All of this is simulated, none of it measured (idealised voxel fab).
process module | voxel transistor to metal
cross-section cut | 185 nm wide | cells 5 nm
A cross-section is a grid of square cells, given in bands from the top down. A band is one or more rows of cells.
Each band's line starts with the height of the band's top and of its bottom, in nm. Then come its materials from left to right, each with its width in nm. One material with "throughout" fills the band from edge to edge. "air" is empty space.
Height 0 is the level under which the wafer as received is all one material. The lowest band goes on downwards, as in "0 down".
A width such as "30 to 40" changes by the same amount from each row of cells to the next, from the band's top row to its bottom row.
"no change" after a step means that no cell of the cross-section changed.
closed voids: empty space of 8 cells or more with no open way to the top, each as width x height at its distance from the left edge, in nm
after a step's settings: what the simulator itself notes on the step
overlay nm, on a step with a mask: how far to the right of its planned place the mask lay; to the left if negative
plan
1 op RECEIVE | material Si
2 op OXIDIZE | depth nm 5
3 op CONFORMAL_DEP | material SiN | thk nm 10
4 op PATTERN | tone cover | mask id ACTIVE | material resist | width nm 115 | thk nm 15 | overlay nm 0
5 op DIRECTIONAL_ETCH | etch materials SiN | depth nm 10
6 op DIRECTIONAL_ETCH | etch materials SiO2 | depth nm 5
7 op DIRECTIONAL_ETCH | etch materials Si | depth nm 35
8 op STRIP | etch materials resist
9 op OXIDIZE | depth nm 5
10 op FILL_DEP | material SiO2 | thk nm 5
11 op CMP | height nm 10
12 op SELECTIVE_ETCH | etch materials SiO2 | depth nm 5
13 op STRIP | etch materials SiN
14 op SELECTIVE_ETCH | etch materials SiO2 | depth nm 5
15 op OXIDIZE | depth nm 5
16 op DIRECTIONAL_DEP | material polySi | thk nm 25
17 op DIRECTIONAL_DEP | material SiCN | thk nm 10
18 op MASKED_ETCH | tone cover | mask id GATE | width nm 35 | etch materials SiCN | depth nm 20 | overlay nm 0
19 op MASKED_ETCH | tone cover | mask id GATE | width nm 35 | etch materials polySi | depth nm 35 | overlay nm 0
20 op CONFORMAL_DEP | material SiN | thk nm 10
21 op DIRECTIONAL_ETCH | etch materials SiN | depth nm 10
22 op DIRECTIONAL_ETCH | etch materials SiO2 | depth nm 5
23 op DIRECTIONAL_ETCH | etch materials Si | depth nm 10
24 op EPI | material pSi | thk nm 15
25 op FILL_DEP | material SiO2 | thk nm 5
26 op CMP | height nm 20
27 op STRIP | etch materials polySi
28 op SELECTIVE_ETCH | etch materials SiO2 | depth nm 5
29 op CONFORMAL_DEP | material HfO2 | thk nm 5
30 op CONFORMAL_DEP | material TiN | thk nm 5
31 op FILL_DEP | material W | thk nm 5
32 op CMP | height nm 15
33 op DIRECTIONAL_DEP | material SiO2 | thk nm 10
34 op DIRECTIONAL_DEP | material aC | thk nm 15
35 op PATTERN | tone open | mask id CONTACT | material resist | width nm 15 | pitch nm 90 | thk nm 35 | overlay nm 0
36 op DIRECTIONAL_ETCH | etch materials aC | depth nm 15
37 op STRIP | etch materials resist
38 op DIRECTIONAL_ETCH | etch materials SiO2 | depth nm 30
39 op STRIP | etch materials aC
40 op CONFORMAL_DEP | material TiN | thk nm 5
41 op FILL_DEP | material W | thk nm 10
42 op CMP | height nm 25
43 op DIRECTIONAL_DEP | material TiN | thk nm 5
44 op DIRECTIONAL_DEP | material Ru | thk nm 20
45 op MASKED_ETCH | tone cover | mask id METAL_1 | width nm 15 | pitch nm 90 | etch materials Ru | depth nm 20 | overlay nm 0
46 op MASKED_ETCH | tone cover | mask id METAL_1 | width nm 15 | pitch nm 90 | etch materials TiN | depth nm 5 | overlay nm 0
47 op CONFORMAL_DEP | material SiN | thk nm 5
48 op FILL_DEP | material SiO2 | thk nm 10
49 op CMP | height nm 50
50 op CONFORMAL_DEP | material SiCN | thk nm 5
as received, after step 1
  0 down: Si throughout
  closed voids: none
first wafer at the end, as planned
  55 to 50: SiCN throughout
  50 to 30: SiO2 35 | SiN 5 | Ru 15 | SiN 5 | SiO2 65 | SiN 5 | Ru 15 | SiN 5 | SiO2 35
  30 to 25: SiN 40 | TiN 15 | SiN 75 | TiN 15 | SiN 40
  25 to 15: SiO2 40 | TiN 5 | W 5 | TiN 5 | SiO2 75 | TiN 5 | W 5 | TiN 5 | SiO2 40
  15 to 10: SiO2 40 | TiN 5 | W 5 | TiN 5 | SiO2 10 | SiN 10 | HfO2 5 | TiN 5 | W 15 | TiN 5 | HfO2 5 | SiN 10 | SiO2 10 | TiN 5 | W 5 | TiN 5 | SiO2 40
  10 to 5: SiO2 40 | TiN 15 | SiO2 10 | SiN 10 | HfO2 5 | TiN 5 | W 15 | TiN 5 | HfO2 5 | SiN 10 | SiO2 10 | TiN 15 | SiO2 40
  5 to 0: SiO2 40 | TiN 10 | pSi 15 | SiN 10 | HfO2 5 | TiN 5 | W 15 | TiN 5 | HfO2 5 | SiN 10 | pSi 15 | TiN 10 | SiO2 40
  0 to -5: SiO2 30 | SiN 10 | TiN 10 | pSi 15 | SiN 10 | HfO2 5 | TiN 25 | HfO2 5 | SiN 10 | pSi 15 | TiN 10 | SiN 10 | SiO2 30
  -5 to -10: SiO2 40 | pSi 25 | SiO2 5 | HfO2 45 | SiO2 5 | pSi 25 | SiO2 40
  -10 to -20: SiO2 40 | pSi 25 | Si 55 | pSi 25 | SiO2 40
  -20 to -45: SiO2 40 | Si 105 | SiO2 40
  -45 down: Si throughout
  closed voids: none
second wafer at the end: like start, like plan, one mistake
  55 to 50: SiCN throughout
  50 to 30: SiO2 35 | SiN 5 | Ru 15 | SiN 5 | SiO2 65 | SiN 5 | Ru 15 | SiN 5 | SiO2 35
  30 to 25: SiN 40 | TiN 15 | SiN 75 | TiN 15 | SiN 40
  25 to 20: SiO2 40 | TiN 5 | W 5 | TiN 5 | SiO2 75 | TiN 5 | W 5 | TiN 5 | SiO2 40
  20 to 15: SiO2 40 | TiN 15 | SiO2 75 | TiN 15 | SiO2 40
  15 to 10: SiO2 35 | pSi 30 | SiN 10 | HfO2 5 | TiN 5 | W 15 | TiN 5 | HfO2 5 | SiN 10 | pSi 30 | SiO2 35
  10 to 0: SiO2 30 | pSi 35 | SiN 10 | HfO2 5 | TiN 5 | W 15 | TiN 5 | HfO2 5 | SiN 10 | pSi 35 | SiO2 30
  0 to -5: SiO2 30 | SiN 10 | pSi 25 | SiN 10 | HfO2 5 | TiN 25 | HfO2 5 | SiN 10 | pSi 25 | SiN 10 | SiO2 30
  -5 to -10: SiO2 40 | pSi 25 | SiO2 5 | HfO2 45 | SiO2 5 | pSi 25 | SiO2 40
  -10 to -20: SiO2 40 | pSi 25 | Si 55 | pSi 25 | SiO2 40
  -20 to -45: SiO2 40 | Si 105 | SiO2 40
  -45 down: Si throughout
  closed voids: none
what went wrong: step 24 was run twice
at the end the second wafer has, in cells: 18 fewer of SiO2 | 16 fewer of TiN | 4 fewer of W | 38 more of pSi
